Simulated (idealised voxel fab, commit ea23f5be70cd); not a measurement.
Name of the process module below: voxel tone inversion
Section shown: cut. Width: 175 nm. Cell size: 5 nm, square.
The cross-sections in this document take the form of a grid made of square cells. They are written out as bands, in order from top to bottom. Each band consists of one or more rows of cells.
In this notation a band is specified by the heights of its top and bottom, in that order and in nm, after which its materials appear from left to right, each paired with its width in nm. The word "edge to edge" attached to a single material means that material fills the band from edge to edge; the word "air" stands for empty space.
Zero point of the height axis is 0; under it, received wafer = one material. Lowest band: continues down indefinitely, "0..down".
A two-number width, for instance "30->40", indicates that the width is equal to the first number in the top row of the band and to the second number in the bottom row, and that it changes by a constant amount per row of cells.
Given "no change occurred" for a step, no cell of the cross-section differs between before and after that step.
"Non-vented voids": sealed empty spaces, 8 cells or more, no open way to top, listed width x height at distance, with distance from the left edge and width, height and distance in nm.
Text after the settings on a step's line: the simulator's own remark on that step.
overlay nm: how far to the right of its planned place the mask lay on this masked step (negative: to the left).
-- Planned process steps
step 1: RECEIVE,material Si
step 2: CONFORMAL_DEP,material SiCN,thk nm 10
step 3: DIRECTIONAL_DEP,material polySi,thk nm 25
step 4: PATTERN,tone cover,mask id POSTS,material resist,width nm 25,pitch nm 50,thk nm 35,overlay nm 0
step 5: DIRECTIONAL_ETCH,etch materials polySi,depth nm 25
step 6: STRIP,etch materials resist
step 7: FILL_DEP,material SiO2,thk nm 10
step 8: CMP,height nm 35
step 9: STRIP,etch materials polySi
step 10: CONFORMAL_DEP,material TiN,thk nm 5
step 11: FILL_DEP,material Cu,thk nm 10
step 12: CMP,height nm 35
step 13: CONFORMAL_DEP,material SiCN,thk nm 5
-- as received, after step 1
0..down  Si edge to edge
Non-vented voids: none
-- Wafer at module end, in section. Began as above, planned as above, run with one mistake
40..35  SiCN edge to edge
35..15  SiO2: 30, TiN: 5, Cu: 10, TiN: 5, SiO2: 30, TiN: 5, Cu: 10, TiN: 5, SiO2: 30, TiN: 5, Cu: 10, TiN: 5, SiO2: 25
15..10  SiO2: 30, TiN: 20, SiO2: 30, TiN: 20, SiO2: 30, TiN: 20, SiO2: 25
10..0  SiCN edge to edge
0..down  Si edge to edge
Non-vented voids: none
Short version of what went wrong: step 4 did not use the planned setting and instead ran as PATTERN,tone cover,mask id POSTS,material resist,width nm 20,pitch nm 50,thk nm 35,overlay nm 0
